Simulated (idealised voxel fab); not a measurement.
This is a process module. Its name is voxel transistor to metal.
Section shown: cut. Width: 180 nm. Cell size: 5 nm, square.
Cross-section format: a grid of square cells, given as bands from top to bottom; each band is one or more rows of cells.
Look at the band entry: it leads with the top's height and the bottom's height in nm. Then it lists the materials left to right, with a width in nm for each. The word "all across" on a single material says that material fills the band edge to edge. The word "blank" is empty space.
Heads up on the height convention: 0 is the point under which the incoming wafer is all one material, and the lowest band has no bottom, it just keeps going down, like "0 down".
With a width like "30->40", each row of cells in the band differs from the next by the same amount, the top row carrying the first number and the bottom row the second.
"no change" means the step left every cell of the cross-section as it was.
Each empty space that has no open way to the top and spans at least 8 cells appears under "Sealed void inventory" as width x height at distance, the distance counted from the left edge, all in nm.
Note: text after step settings on the step line = simulator remark on that step.
overlay nm: where the mask lay relative to plan, measured to the right, on steps with a mask; negatives go left.
From here on the document is pairs. In a pair, the cross-section before one process step comes with the cross-section after it, and the latter goes no deeper than the lowest band that changed. What lies in between, the step and its settings, is written under the pair. A pair may be from a different run of this module on the same starting wafer than the pair above it, so it continues from that pair only where its entry headed "Pre-step cross-section" says so.
# Pre-step cross-section
- 0 down: Si all across
- Sealed void inventory: none
# Sectional View, Post-Process
- 0 to -5: SiO2 all across
- At heights below -5, the structure remains unaltered.
- Sealed void inventory: none
Q: step between the cross-sections above? A: op OXIDIZE | depth nm 5
Pre-step cross-section: see the after view in the pair directly above.
# Sectional View, Post-Process
- 15 to 0: SiN all across
- At heights below 0, the structure remains unaltered.
- Sealed void inventory: none
Q: step between the cross-sections above? A: op CONFORMAL_DEP | material SiN | thk nm 15
Pre-step cross-section: see the after view in the pair directly above.
# Sectional View, Post-Process
- 25 to 15: aC all across
- At heights below 15, the structure remains unaltered.
- Sealed void inventory: none
Q: step between the cross-sections above? A: op DIRECTIONAL_DEP | material aC | thk nm 10
Pre-step cross-section: see the after view in the pair directly above.
# Sectional View, Post-Process
- 50 to 25: 40 nm blank, 100 nm resist, 40 nm blank
- At heights below 25, the structure remains unaltered.
- Sealed void inventory: none
Q: step between the cross-sections above? A: op PATTERN | tone cover | mask id ACTIVE | material resist | width nm 100 | thk nm 25 | overlay nm 0
Pre-step cross-section: see the after view in the pair directly above.
# Sectional View, Post-Process
- 40 to 25: 40 nm blank, 100 nm resist, 40 nm blank
- 25 to 15: 40 nm blank, 100 nm aC, 40 nm blank
- At heights below 15, the structure remains unaltered.
- Sealed void inventory: none
Q: step between the cross-sections above? A: op DIRECTIONAL_ETCH | etch materials aC | depth nm 10
Pre-step cross-section: see the after view in the pair directly above.
# Sectional View, Post-Process
- 25 to 15: 40 nm blank, 100 nm aC, 40 nm blank
- At heights below 15, the structure remains unaltered.
- Sealed void inventory: none
Q: step between the cross-sections above? A: op STRIP | etch materials resist
Pre-step cross-section: see the after view in the pair directly above.
# Sectional View, Post-Process
- 25 to 15: 40 nm blank, 100 nm aC, 40 nm blank
- 15 to 0: 40 nm blank, 100 nm SiN, 40 nm blank
- At heights below 0, the structure remains unaltered.
- Sealed void inventory: none
Q: step between the cross-sections above? A: op DIRECTIONAL_ETCH | etch materials SiN | depth nm 15
Pre-step cross-section: see the after view in the pair directly above.
# Sectional View, Post-Process
- 25 to 15: 40 nm blank, 100 nm aC, 40 nm blank
- 15 to 0: 40 nm blank, 100 nm SiN, 40 nm blank
- 0 to -5: 40 nm blank, 100 nm SiO2, 40 nm blank
- At heights below -5, the structure remains unaltered.
- Sealed void inventory: none
Q: step between the cross-sections above? A: op DIRECTIONAL_ETCH | etch materials SiO2 | depth nm 5
Pre-step cross-section: see the after view in the pair directly above.
# Sectional View, Post-Process
- 25 to 15: 40 nm blank, 100 nm aC, 40 nm blank
- 15 to 0: 40 nm blank, 100 nm SiN, 40 nm blank
- 0 to -5: 40 nm blank, 100 nm SiO2, 40 nm blank
- -5 to -35: 40 nm blank, 100 nm Si, 40 nm blank
- At heights below -35, the structure remains unaltered.
- Sealed void inventory: none
Q: step between the cross-sections above? A: op DIRECTIONAL_ETCH | etch materials Si | depth nm 30
Pre-step cross-section: see the after view in the pair directly above.
# Sectional View, Post-Process
- 15 to 0: 40 nm blank, 100 nm SiN, 40 nm blank
- At heights below 0, the structure remains unaltered.
- Sealed void inventory: none
Q: step between the cross-sections above? A: op STRIP | etch materials aC
Pre-step cross-section: see the after view in the pair directly above.
# Sectional View, Post-Process
- 20 to 15: SiO2 all across
- 15 to 0: 40 nm SiO2, 100 nm SiN, 40 nm SiO2
- 0 to -5: SiO2 all across
- -5 to -35: 40 nm SiO2, 100 nm Si, 40 nm SiO2
- At heights below -35, the structure remains unaltered.
- Sealed void inventory: none
Q: step between the cross-sections above? A: op FILL_DEP | material SiO2 | thk nm 5
Pre-step cross-section: see the after view in the pair directly above.
# Sectional View, Post-Process
- 15 to 0: 40 nm SiO2, 100 nm SiN, 40 nm SiO2
- At heights below 0, the structure remains unaltered.
- Sealed void inventory: none
Q: step between the cross-sections above? A: op CMP | height nm 15
Pre-step cross-section: see the after view in the pair directly above.
# Sectional View, Post-Process
- 15 to 0: 40 nm blank, 100 nm SiN, 40 nm blank
- At heights below 0, the structure remains unaltered.
- Sealed void inventory: none
Q: step between the cross-sections above? A: op SELECTIVE_ETCH | etch materials SiO2 | depth nm 15
Pre-step cross-section: see the after view in the pair directly above.
# Sectional View, Post-Process
- 0 to -5: SiO2 all across
- At heights below -5, the structure remains unaltered.
- Sealed void inventory: none
Q: step between the cross-sections above? A: op STRIP | etch materials SiN
Pre-step cross-section: see the after view in the pair directly above.
# Sectional View, Post-Process
- -5 to -35: 40 nm SiO2, 100 nm Si, 40 nm SiO2
- At heights below -35, the structure remains unaltered.
- Sealed void inventory: none
Q: step between the cross-sections above? A: op SELECTIVE_ETCH | etch materials SiO2 | depth nm 5
Pre-step cross-section: see the after view in the pair directly above.
# Sectional View, Post-Process
- -5 to -10: SiO2 all across
- At heights below -10, the structure remains unaltered.
- Sealed void inventory: none
Q: step between the cross-sections above? A: op OXIDIZE | depth nm 5
Pre-step cross-section: see the after view in the pair directly above.
# Sectional View, Post-Process
- 25 to -5: polySi all across
- At heights below -5, the structure remains unaltered.
- Sealed void inventory: none
Q: step between the cross-sections above? A: op DIRECTIONAL_DEP | material polySi | thk nm 30
Pre-step cross-section: see the after view in the pair directly above.
# Sectional View, Post-Process
- 40 to 25: SiCN all across
- At heights below 25, the structure remains unaltered.
- Sealed void inventory: none
Q: step between the cross-sections above? A: op DIRECTIONAL_DEP | material SiCN | thk nm 15
Pre-step cross-section: see the after view in the pair directly above.
# Sectional View, Post-Process
- 60 to 40: 80 nm blank, 20 nm resist, 80 nm blank
- At heights below 40, the structure remains unaltered.
- Sealed void inventory: none
Q: step between the cross-sections above? A: op PATTERN | tone cover | mask id GATE | material resist | width nm 20 | thk nm 20 | overlay nm 0
Pre-step cross-section: see the after view in the pair directly above.
# Sectional View, Post-Process
- 60 to 40: 80 nm blank, 20 nm resist, 80 nm blank
- 40 to 25: 80 nm blank, 20 nm SiCN, 80 nm blank
- At heights below 25, the structure remains unaltered.
- Sealed void inventory: none
Q: step between the cross-sections above? A: op DIRECTIONAL_ETCH | etch materials SiCN | depth nm 25
Pre-step cross-section: see the after view in the pair directly above.
# Sectional View, Post-Process
- 60 to 40: 80 nm blank, 20 nm resist, 80 nm blank
- 40 to 25: 80 nm blank, 20 nm SiCN, 80 nm blank
- 25 to -5: 80 nm blank, 20 nm polySi, 80 nm blank
- At heights below -5, the structure remains unaltered.
- Sealed void inventory: none
Q: step between the cross-sections above? A: op DIRECTIONAL_ETCH | etch materials polySi | depth nm 40
Pre-step cross-section: see the after view in the pair directly above.
# Sectional View, Post-Process
- 40 to 25: 80 nm blank, 20 nm SiCN, 80 nm blank
- At heights below 25, the structure remains unaltered.
- Sealed void inventory: none
Q: step between the cross-sections above? A: op STRIP | etch materials resist
Pre-step cross-section: see the after view in the pair directly above.
# Sectional View, Post-Process
- 45 to 40: 75 nm blank, 30 nm SiO2, 75 nm blank
- 40 to 25: 75 nm blank, 5 nm SiO2, 20 nm SiCN, 5 nm SiO2, 75 nm blank
- 25 to 0: 75 nm blank, 5 nm SiO2, 20 nm polySi, 5 nm SiO2, 75 nm blank
- 0 to -5: 80 nm SiO2, 20 nm polySi, 80 nm SiO2
- At heights below -5, the structure remains unaltered.
- Sealed void inventory: none
Q: step between the cross-sections above? A: op CONFORMAL_DEP | material SiO2 | thk nm 5
Pre-step cross-section: see the after view in the pair directly above.
# Sectional View, Post-Process
- 40 to 25: 75 nm blank, 5 nm SiO2, 20 nm SiCN, 5 nm SiO2, 75 nm blank
- 25 to -5: 75 nm blank, 5 nm SiO2, 20 nm polySi, 5 nm SiO2, 75 nm blank
- At heights below -5, the structure remains unaltered.
- Sealed void inventory: none
Q: step between the cross-sections above? A: op DIRECTIONAL_ETCH | etch materials SiO2 | depth nm 5
Pre-step cross-section: see the after view in the pair directly above.
# Sectional View, Post-Process
- 50 to 40: 65 nm blank, 50 nm SiN, 65 nm blank
- 40 to 25: 65 nm blank, 10 nm SiN, 5 nm SiO2, 20 nm SiCN, 5 nm SiO2, 10 nm SiN, 65 nm blank
- 25 to 5: 65 nm blank, 10 nm SiN, 5 nm SiO2, 20 nm polySi, 5 nm SiO2, 10 nm SiN, 65 nm blank
- 5 to -5: 75 nm SiN, 5 nm SiO2, 20 nm polySi, 5 nm SiO2, 75 nm SiN
- At heights below -5, the structure remains unaltered.
- Sealed void inventory: none
Q: step between the cross-sections above? A: op CONFORMAL_DEP | material SiN | thk nm 10
Pre-step cross-section: see the after view in the pair directly above.
# Sectional View, Post-Process
- 40 to 25: 65 nm blank, 10 nm SiN, 5 nm SiO2, 20 nm SiCN, 5 nm SiO2, 10 nm SiN, 65 nm blank
- 25 to -5: 65 nm blank, 10 nm SiN, 5 nm SiO2, 20 nm polySi, 5 nm SiO2, 10 nm SiN, 65 nm blank
- At heights below -5, the structure remains unaltered.
- Sealed void inventory: none
Q: step between the cross-sections above? A: op DIRECTIONAL_ETCH | etch materials SiN | depth nm 10
Pre-step cross-section: see the after view in the pair directly above.
# Sectional View, Post-Process
- 40 to 35: 65 nm blank, 10 nm SiN, 5 nm blank, 20 nm SiCN, 5 nm blank, 10 nm SiN, 65 nm blank
- 35 to 25: 65 nm blank, 10 nm SiN, 5 nm SiO2, 20 nm SiCN, 5 nm SiO2, 10 nm SiN, 65 nm blank
- 25 to -5: 65 nm blank, 10 nm SiN, 5 nm SiO2, 20 nm polySi, 5 nm SiO2, 10 nm SiN, 65 nm blank
- -5 to -10: 65 nm blank, 50 nm SiO2, 65 nm blank
- At heights below -10, the structure remains unaltered.
- Sealed void inventory: none
Q: step between the cross-sections above? A: op DIRECTIONAL_ETCH | etch materials SiO2 | depth nm 5
Pre-step cross-section: see the after view in the pair directly above.
# Sectional View, Post-Process
- 40 to 35: 65 nm blank, 10 nm SiN, 5 nm blank, 20 nm SiCN, 5 nm blank, 10 nm SiN, 65 nm blank
- 35 to 25: 65 nm blank, 10 nm SiN, 5 nm SiO2, 20 nm SiCN, 5 nm SiO2, 10 nm SiN, 65 nm blank
- 25 to -5: 65 nm blank, 10 nm SiN, 5 nm SiO2, 20 nm polySi, 5 nm SiO2, 10 nm SiN, 65 nm blank
- -5 to -10: 35 nm blank, 30 nm SiGe, 50 nm SiO2, 30 nm SiGe, 35 nm blank
- At heights below -10, the structure remains unaltered.
- Sealed void inventory: none
Q: step between the cross-sections above? A: op EPI | material SiGe | thk nm 5
Pre-step cross-section: see the after view in the pair directly above.
# Sectional View, Post-Process
- 50 to 40: SiO2 all across
- 40 to 25: 65 nm SiO2, 10 nm SiN, 5 nm SiO2, 20 nm SiCN, 5 nm SiO2, 10 nm SiN, 65 nm SiO2
- 25 to -5: 65 nm SiO2, 10 nm SiN, 5 nm SiO2, 20 nm polySi, 5 nm SiO2, 10 nm SiN, 65 nm SiO2
- -5 to -10: 35 nm SiO2, 30 nm SiGe, 50 nm SiO2, 30 nm SiGe, 35 nm SiO2
- At heights below -10, the structure remains unaltered.
- Sealed void inventory: none
Q: step between the cross-sections above? A: op FILL_DEP | material SiO2 | thk nm 10
Pre-step cross-section: see the after view in the pair directly above.
# Sectional View, Post-Process
- 40 to 25: 65 nm SiO2, 10 nm SiN, 5 nm SiO2, 20 nm SiCN, 5 nm SiO2, 10 nm SiN, 65 nm SiO2
- At heights below 25, the structure remains unaltered.
- Sealed void inventory: none
Q: step between the cross-sections above? A: op CMP | height nm 40
Pre-step cross-section: see the after view in the pair directly above.
# Sectional View, Post-Process
- 55 to 40: SiO2 all across
- At heights below 40, the structure remains unaltered.
- Sealed void inventory: none
Q: step between the cross-sections above? A: op DIRECTIONAL_DEP | material SiO2 | thk nm 15
Pre-step cross-section: see the after view in the pair directly above.
# Sectional View, Post-Process
- 55 to 40: 45 nm SiO2, 30 nm blank, 30 nm SiO2, 30 nm blank, 45 nm SiO2
- 40 to 25: 45 nm SiO2, 20 nm blank, 10 nm SiN, 5 nm SiO2, 20 nm SiCN, 5 nm SiO2, 10 nm SiN, 20 nm blank, 45 nm SiO2
- 25 to -5: 45 nm SiO2, 20 nm blank, 10 nm SiN, 5 nm SiO2, 20 nm polySi, 5 nm SiO2, 10 nm SiN, 20 nm blank, 45 nm SiO2
- At heights below -5, the structure remains unaltered.
- Sealed void inventory: none
Q: step between the cross-sections above? A: op MASKED_ETCH | tone open | mask id CONTACT | width nm 30 | pitch nm 60 | etch materials SiO2 | depth nm 60 | overlay nm 0
Pre-step cross-section: see the after view in the pair directly above.
# Sectional View, Post-Process
- 60 to 55: 50 nm TiN, 20 nm blank, 40 nm TiN, 20 nm blank, 50 nm TiN
- 55 to 45: 45 nm SiO2, 5 nm TiN, 20 nm blank, 5 nm TiN, 30 nm SiO2, 5 nm TiN, 20 nm blank, 5 nm TiN, 45 nm SiO2
- 45 to 40: 45 nm SiO2, 5 nm TiN, 10 nm blank, 15 nm TiN, 30 nm SiO2, 15 nm TiN, 10 nm blank, 5 nm TiN, 45 nm SiO2
- 40 to 25: 45 nm SiO2, 5 nm TiN, 10 nm blank, 5 nm TiN, 10 nm SiN, 5 nm SiO2, 20 nm SiCN, 5 nm SiO2, 10 nm SiN, 5 nm TiN, 10 nm blank, 5 nm TiN, 45 nm SiO2
- 25 to 0: 45 nm SiO2, 5 nm TiN, 10 nm blank, 5 nm TiN, 10 nm SiN, 5 nm SiO2, 20 nm polySi, 5 nm SiO2, 10 nm SiN, 5 nm TiN, 10 nm blank, 5 nm TiN, 45 nm SiO2
- 0 to -5: 45 nm SiO2, 20 nm TiN, 10 nm SiN, 5 nm SiO2, 20 nm polySi, 5 nm SiO2, 10 nm SiN, 20 nm TiN, 45 nm SiO2
- At heights below -5, the structure remains unaltered.
- Sealed void inventory: none
Q: step between the cross-sections above? A: op CONFORMAL_DEP | material TiN | thk nm 5
Pre-step cross-section: see the after view in the pair directly above.
# Sectional View, Post-Process
- 70 to 60: W all across
- 60 to 55: 50 nm TiN, 20 nm W, 40 nm TiN, 20 nm W, 50 nm TiN
- 55 to 45: 45 nm SiO2, 5 nm TiN, 20 nm W, 5 nm TiN, 30 nm SiO2, 5 nm TiN, 20 nm W, 5 nm TiN, 45 nm SiO2
- 45 to 40: 45 nm SiO2, 5 nm TiN, 10 nm W, 15 nm TiN, 30 nm SiO2, 15 nm TiN, 10 nm W, 5 nm TiN, 45 nm SiO2
- 40 to 25: 45 nm SiO2, 5 nm TiN, 10 nm W, 5 nm TiN, 10 nm SiN, 5 nm SiO2, 20 nm SiCN, 5 nm SiO2, 10 nm SiN, 5 nm TiN, 10 nm W, 5 nm TiN, 45 nm SiO2
- 25 to 0: 45 nm SiO2, 5 nm TiN, 10 nm W, 5 nm TiN, 10 nm SiN, 5 nm SiO2, 20 nm polySi, 5 nm SiO2, 10 nm SiN, 5 nm TiN, 10 nm W, 5 nm TiN, 45 nm SiO2
- At heights below 0, the structure remains unaltered.
- Sealed void inventory: none
Q: step between the cross-sections above? A: op FILL_DEP | material W | thk nm 10
Pre-step cross-section: see the after view in the pair directly above.
# Sectional View, Post-Process
- 55 to 45: 45 nm SiO2, 5 nm TiN, 20 nm W, 5 nm TiN, 30 nm SiO2, 5 nm TiN, 20 nm W, 5 nm TiN, 45 nm SiO2
- At heights below 45, the structure remains unaltered.
- Sealed void inventory: none
Q: step between the cross-sections above? A: op CMP | height nm 55
Pre-step cross-section: see the after view in the pair directly above.
# Sectional View, Post-Process
- 60 to 55: SiCN all across
- At heights below 55, the structure remains unaltered.
- Sealed void inventory: none
Q: step between the cross-sections above? A: op CONFORMAL_DEP | material SiCN | thk nm 5
Pre-step cross-section: see the after view in the pair directly above.
# Sectional View, Post-Process
- 80 to 60: lowk all across
- At heights below 60, the structure remains unaltered.
- Sealed void inventory: none
Q: step between the cross-sections above? A: op DIRECTIONAL_DEP | material lowk | thk nm 20
Pre-step cross-section: see the after view in the pair directly above.
# Sectional View, Post-Process
- 80 to 60: 45 nm lowk, 15 nm blank, 60 nm lowk, 15 nm blank, 45 nm lowk
- At heights below 60, the structure remains unaltered.
- Sealed void inventory: none
Q: step between the cross-sections above? A: op MASKED_ETCH | tone open | mask id METAL_1 | width nm 15 | pitch nm 75 | etch materials lowk | depth nm 20 | overlay nm 0
Pre-step cross-section: see the after view in the pair directly above.
# Sectional View, Post-Process
- 80 to 60: 45 nm lowk, 15 nm blank, 60 nm lowk, 15 nm blank, 45 nm lowk
- 60 to 55: 45 nm SiCN, 15 nm blank, 60 nm SiCN, 15 nm blank, 45 nm SiCN
- At heights below 55, the structure remains unaltered.
- Sealed void inventory: none
Q: step between the cross-sections above? A: op MASKED_ETCH | tone open | mask id METAL_1 | width nm 15 | pitch nm 75 | etch materials SiCN | depth nm 5 | overlay nm 0
Pre-step cross-section: see the after view in the pair directly above.
# Sectional View, Post-Process
- 85 to 80: 50 nm TiN, 5 nm blank, 70 nm TiN, 5 nm blank, 50 nm TiN
- 80 to 60: 45 nm lowk, 5 nm TiN, 5 nm blank, 5 nm TiN, 60 nm lowk, 5 nm TiN, 5 nm blank, 5 nm TiN, 45 nm lowk
- 60 to 55: 45 nm SiCN, 15 nm TiN, 60 nm SiCN, 15 nm TiN, 45 nm SiCN
- At heights below 55, the structure remains unaltered.
- Sealed void inventory: none
Q: step between the cross-sections above? A: op CONFORMAL_DEP | material TiN | thk nm 5
Pre-step cross-section: see the after view in the pair directly above.
# Sectional View, Post-Process
- 90 to 85: Cu all across
- 85 to 80: 50 nm TiN, 5 nm Cu, 70 nm TiN, 5 nm Cu, 50 nm TiN
- 80 to 60: 45 nm lowk, 5 nm TiN, 5 nm Cu, 5 nm TiN, 60 nm lowk, 5 nm TiN, 5 nm Cu, 5 nm TiN, 45 nm lowk
- At heights below 60, the structure remains unaltered.
- Sealed void inventory: none
Q: step between the cross-sections above? A: op FILL_DEP | material Cu | thk nm 5
Pre-step cross-section: see the after view in the pair directly above.
# Sectional View, Post-Process
- 80 to 60: 45 nm lowk, 5 nm TiN, 5 nm Cu, 5 nm TiN, 60 nm lowk, 5 nm TiN, 5 nm Cu, 5 nm TiN, 45 nm lowk
- At heights below 60, the structure remains unaltered.
- Sealed void inventory: none
Q: step between the cross-sections above? A: op CMP | height nm 80
Pre-step cross-section: see the after view in the pair directly above.
# Sectional View, Post-Process
- 85 to 80: 40 nm blank, 25 nm Ru, 50 nm blank, 25 nm Ru, 40 nm blank
- At heights below 80, the structure remains unaltered.
- Sealed void inventory: none
Q: step between the cross-sections above? A: op EPI | material Ru | thk nm 5
Pre-step cross-section: see the after view in the pair directly above.
# Sectional View, Post-Process
- 90 to 85: SiCN all across
- 85 to 80: 40 nm SiCN, 25 nm Ru, 50 nm SiCN, 25 nm Ru, 40 nm SiCN
- At heights below 80, the structure remains unaltered.
- Sealed void inventory: none
Q: step between the cross-sections above? A: op FILL_DEP | material SiCN | thk nm 5
Pre-step cross-section: see the after view in the pair directly above.
# Sectional View, Post-Process
- 120 to 90: lowk all across
- At heights below 90, the structure remains unaltered.
- Sealed void inventory: none
Q: step between the cross-sections above? A: op DIRECTIONAL_DEP | material lowk | thk nm 30
Pre-step cross-section: see the after view in the pair directly above.
# Sectional View, Post-Process
- 120 to 105: 45 nm lowk, 15 nm blank, 60 nm lowk, 15 nm blank, 45 nm lowk
- At heights below 105, the structure remains unaltered.
- Sealed void inventory: none
Q: step between the cross-sections above? A: op MASKED_ETCH | tone open | mask id METAL_2 | width nm 15 | pitch nm 75 | etch materials lowk | depth nm 15 | overlay nm 0
Pre-step cross-section: see the after view in the pair directly above.
# Sectional View, Post-Process
- 140 to 120: 45 nm resist, 15 nm blank, 60 nm resist, 15 nm blank, 45 nm resist
- At heights below 120, the structure remains unaltered.
- Sealed void inventory: none
Q: step between the cross-sections above? A: op PATTERN | tone open | mask id METAL_2_HOLES | material resist | width nm 15 | pitch nm 75 | thk nm 20 | overlay nm 0
Pre-step cross-section: see the after view in the pair directly above.
# Sectional View, Post-Process
- 140 to 120: 45 nm resist, 15 nm blank, 60 nm resist, 15 nm blank, 45 nm resist
- 120 to 90: 45 nm lowk, 15 nm blank, 60 nm lowk, 15 nm blank, 45 nm lowk
- At heights below 90, the structure remains unaltered.
- Sealed void inventory: none
Q: step between the cross-sections above? A: op DIRECTIONAL_ETCH | etch materials lowk | depth nm 15
Pre-step cross-section: see the after view in the pair directly above.
# Sectional View, Post-Process
- 140 to 120: 45 nm resist, 15 nm blank, 60 nm resist, 15 nm blank, 45 nm resist
- 120 to 90: 45 nm lowk, 15 nm blank, 60 nm lowk, 15 nm blank, 45 nm lowk
- 90 to 85: 45 nm SiCN, 15 nm blank, 60 nm SiCN, 15 nm blank, 45 nm SiCN
- At heights below 85, the structure remains unaltered.
- Sealed void inventory: none
Q: step between the cross-sections above? A: op DIRECTIONAL_ETCH | etch materials SiCN | depth nm 5
Pre-step cross-section: see the after view in the pair directly above.
# Sectional View, Post-Process
- 120 to 90: 45 nm lowk, 15 nm blank, 60 nm lowk, 15 nm blank, 45 nm lowk
- At heights below 90, the structure remains unaltered.
- Sealed void inventory: none
Q: step between the cross-sections above? A: op STRIP | etch materials resist
Pre-step cross-section: see the after view in the pair directly above.
# Sectional View, Post-Process
- 125 to 120: 50 nm TiN, 5 nm blank, 70 nm TiN, 5 nm blank, 50 nm TiN
- 120 to 90: 45 nm lowk, 5 nm TiN, 5 nm blank, 5 nm TiN, 60 nm lowk, 5 nm TiN, 5 nm blank, 5 nm TiN, 45 nm lowk
- 90 to 85: 45 nm SiCN, 15 nm TiN, 60 nm SiCN, 15 nm TiN, 45 nm SiCN
- At heights below 85, the structure remains unaltered.
- Sealed void inventory: none
Q: step between the cross-sections above? A: op CONFORMAL_DEP | material TiN | thk nm 5
Pre-step cross-section: see the after view in the pair directly above.
# Sectional View, Post-Process
- 135 to 125: Cu all across
- 125 to 120: 50 nm TiN, 5 nm Cu, 70 nm TiN, 5 nm Cu, 50 nm TiN
- 120 to 90: 45 nm lowk, 5 nm TiN, 5 nm Cu, 5 nm TiN, 60 nm lowk, 5 nm TiN, 5 nm Cu, 5 nm TiN, 45 nm lowk
- At heights below 90, the structure remains unaltered.
- Sealed void inventory: none
Q: step between the cross-sections above? A: op FILL_DEP | material Cu | thk nm 10
Pre-step cross-section: see the after view in the pair directly above.
# Sectional View, Post-Process
- 120 to 90: 45 nm lowk, 5 nm TiN, 5 nm Cu, 5 nm TiN, 60 nm lowk, 5 nm TiN, 5 nm Cu, 5 nm TiN, 45 nm lowk
- At heights below 90, the structure remains unaltered.
- Sealed void inventory: none
Q: step between the cross-sections above? A: op CMP | height nm 120
Pre-step cross-section: see the after view in the pair directly above.
# Sectional View, Post-Process
- 125 to 120: SiCN all across
- At heights below 120, the structure remains unaltered.
- Sealed void inventory: none
Q: step between the cross-sections above? A: op CONFORMAL_DEP | material SiCN | thk nm 5
# Pre-step cross-section
- 135 to 125: Cu all across
- 125 to 120: 50 nm TiN, 5 nm Cu, 70 nm TiN, 5 nm Cu, 50 nm TiN
- 120 to 90: 45 nm lowk, 5 nm TiN, 5 nm Cu, 5 nm TiN, 60 nm lowk, 5 nm TiN, 5 nm Cu, 5 nm TiN, 45 nm lowk
- 90 to 85: 45 nm SiCN, 15 nm TiN, 60 nm SiCN, 15 nm TiN, 45 nm SiCN
- 85 to 80: 40 nm SiCN, 25 nm Ru, 50 nm SiCN, 25 nm Ru, 40 nm SiCN
- 80 to 60: 45 nm lowk, 5 nm TiN, 5 nm Cu, 5 nm TiN, 60 nm lowk, 5 nm TiN, 5 nm Cu, 5 nm TiN, 45 nm lowk
- 60 to 55: 45 nm SiCN, 15 nm TiN, 60 nm SiCN, 15 nm TiN, 45 nm SiCN
- 55 to 45: 45 nm SiO2, 5 nm TiN, 20 nm W, 5 nm TiN, 30 nm SiO2, 5 nm TiN, 20 nm W, 5 nm TiN, 45 nm SiO2
- 45 to 40: 45 nm SiO2, 5 nm TiN, 10 nm W, 15 nm TiN, 30 nm SiO2, 15 nm TiN, 10 nm W, 5 nm TiN, 45 nm SiO2
- 40 to 25: 45 nm SiO2, 5 nm TiN, 10 nm W, 5 nm TiN, 10 nm SiN, 5 nm SiO2, 20 nm SiCN, 5 nm SiO2, 10 nm SiN, 5 nm TiN, 10 nm W, 5 nm TiN, 45 nm SiO2
- 25 to 0: 45 nm SiO2, 5 nm TiN, 10 nm W, 5 nm TiN, 10 nm SiN, 5 nm SiO2, 20 nm polySi, 5 nm SiO2, 10 nm SiN, 5 nm TiN, 10 nm W, 5 nm TiN, 45 nm SiO2
- 0 to -5: 45 nm SiO2, 20 nm TiN, 10 nm SiN, 5 nm SiO2, 20 nm polySi, 5 nm SiO2, 10 nm SiN, 20 nm TiN, 45 nm SiO2
- -5 to -10: 35 nm SiO2, 30 nm SiGe, 50 nm SiO2, 30 nm SiGe, 35 nm SiO2
- -10 to -35: 40 nm SiO2, 100 nm Si, 40 nm SiO2
- -35 down: Si all across
- Sealed void inventory: none
# Sectional View, Post-Process
- 140 to 135: SiCN all across
- At heights below 135, the structure remains unaltered.
- Sealed void inventory: none
Q: step between the cross-sections above? A: op CONFORMAL_DEP | material SiCN | thk nm 5
# Pre-step cross-section
- 40 to 25: SiCN all across
- 25 to -5: polySi all across
- -5 to -10: SiO2 all across
- -10 to -35: 40 nm SiO2, 100 nm Si, 40 nm SiO2
- -35 down: Si all across
- Sealed void inventory: none
# Sectional View, Post-Process
- 55 to 25: SiCN all across
- At heights below 25, the structure remains unaltered.
- Sealed void inventory: none
Q: step between the cross-sections above? A: op DIRECTIONAL_DEP | material SiCN | thk nm 15
Pre-step cross-section: see the after view in the pair directly above.
# Sectional View, Post-Process
- 75 to 55: 80 nm blank, 20 nm resist, 80 nm blank
- At heights below 55, the structure remains unaltered.
- Sealed void inventory: none
Q: step between the cross-sections above? A: op PATTERN | tone cover | mask id GATE | material resist | width nm 20 | thk nm 20 | overlay nm 0
Pre-step cross-section: see the after view in the pair directly above.
# Sectional View, Post-Process
- 75 to 55: 80 nm blank, 20 nm resist, 80 nm blank
- 55 to 30: 80 nm blank, 20 nm SiCN, 80 nm blank
- At heights below 30, the structure remains unaltered.
- Sealed void inventory: none
Q: step between the cross-sections above? A: op DIRECTIONAL_ETCH | etch materials SiCN | depth nm 25
Pre-step cross-section: see the after view in the pair directly above.
# Sectional View, Post-Process
- 55 to 30: 80 nm blank, 20 nm SiCN, 80 nm blank
- At heights below 30, the structure remains unaltered.
- Sealed void inventory: none
Q: step between the cross-sections above? A: op STRIP | etch materials resist
Pre-step cross-section: see the after view in the pair directly above.
# Sectional View, Post-Process
- 60 to 55: 75 nm blank, 30 nm SiO2, 75 nm blank
- 55 to 35: 75 nm blank, 5 nm SiO2, 20 nm SiCN, 5 nm SiO2, 75 nm blank
- 35 to 30: 80 nm SiO2, 20 nm SiCN, 80 nm SiO2
- At heights below 30, the structure remains unaltered.
- Sealed void inventory: none
Q: step between the cross-sections above? A: op CONFORMAL_DEP | material SiO2 | thk nm 5
Pre-step cross-section: see the after view in the pair directly above.
# Sectional View, Post-Process
- 55 to 30: 75 nm blank, 5 nm SiO2, 20 nm SiCN, 5 nm SiO2, 75 nm blank
- At heights below 30, the structure remains unaltered.
- Sealed void inventory: none
Q: step between the cross-sections above? A: op DIRECTIONAL_ETCH | etch materials SiO2 | depth nm 5
Pre-step cross-section: see the after view in the pair directly above.
# Sectional View, Post-Process
- 65 to 55: 65 nm blank, 50 nm SiN, 65 nm blank
- 55 to 40: 65 nm blank, 10 nm SiN, 5 nm SiO2, 20 nm SiCN, 5 nm SiO2, 10 nm SiN, 65 nm blank
- 40 to 30: 75 nm SiN, 5 nm SiO2, 20 nm SiCN, 5 nm SiO2, 75 nm SiN
- At heights below 30, the structure remains unaltered.
- Sealed void inventory: none
Q: step between the cross-sections above? A: op CONFORMAL_DEP | material SiN | thk nm 10
Pre-step cross-section: see the after view in the pair directly above.
# Sectional View, Post-Process
- 55 to 30: 65 nm blank, 10 nm SiN, 5 nm SiO2, 20 nm SiCN, 5 nm SiO2, 10 nm SiN, 65 nm blank
- At heights below 30, the structure remains unaltered.
- Sealed void inventory: none
Q: step between the cross-sections above? A: op DIRECTIONAL_ETCH | etch materials SiN | depth nm 10
Pre-step cross-section: see the after view in the pair directly above.
# Sectional View, Post-Process
- 55 to 50: 65 nm blank, 10 nm SiN, 5 nm blank, 20 nm SiCN, 5 nm blank, 10 nm SiN, 65 nm blank
- At heights below 50, the structure remains unaltered.
- Sealed void inventory: none
Q: step between the cross-sections above? A: op DIRECTIONAL_ETCH | etch materials SiO2 | depth nm 5
Pre-step cross-section: see the after view in the pair directly above.
# Sectional View, Post-Process
- 65 to 55: SiO2 all across
- 55 to 30: 65 nm SiO2, 10 nm SiN, 5 nm SiO2, 20 nm SiCN, 5 nm SiO2, 10 nm SiN, 65 nm SiO2
- At heights below 30, the structure remains unaltered.
- Sealed void inventory: none
Q: step between the cross-sections above? A: op FILL_DEP | material SiO2 | thk nm 10
Pre-step cross-section: see the after view in the pair directly above.
# Sectional View, Post-Process
- 40 to 30: 65 nm SiO2, 10 nm SiN, 5 nm SiO2, 20 nm SiCN, 5 nm SiO2, 10 nm SiN, 65 nm SiO2
- At heights below 30, the structure remains unaltered.
- Sealed void inventory: none
Q: step between the cross-sections above? A: op CMP | height nm 40
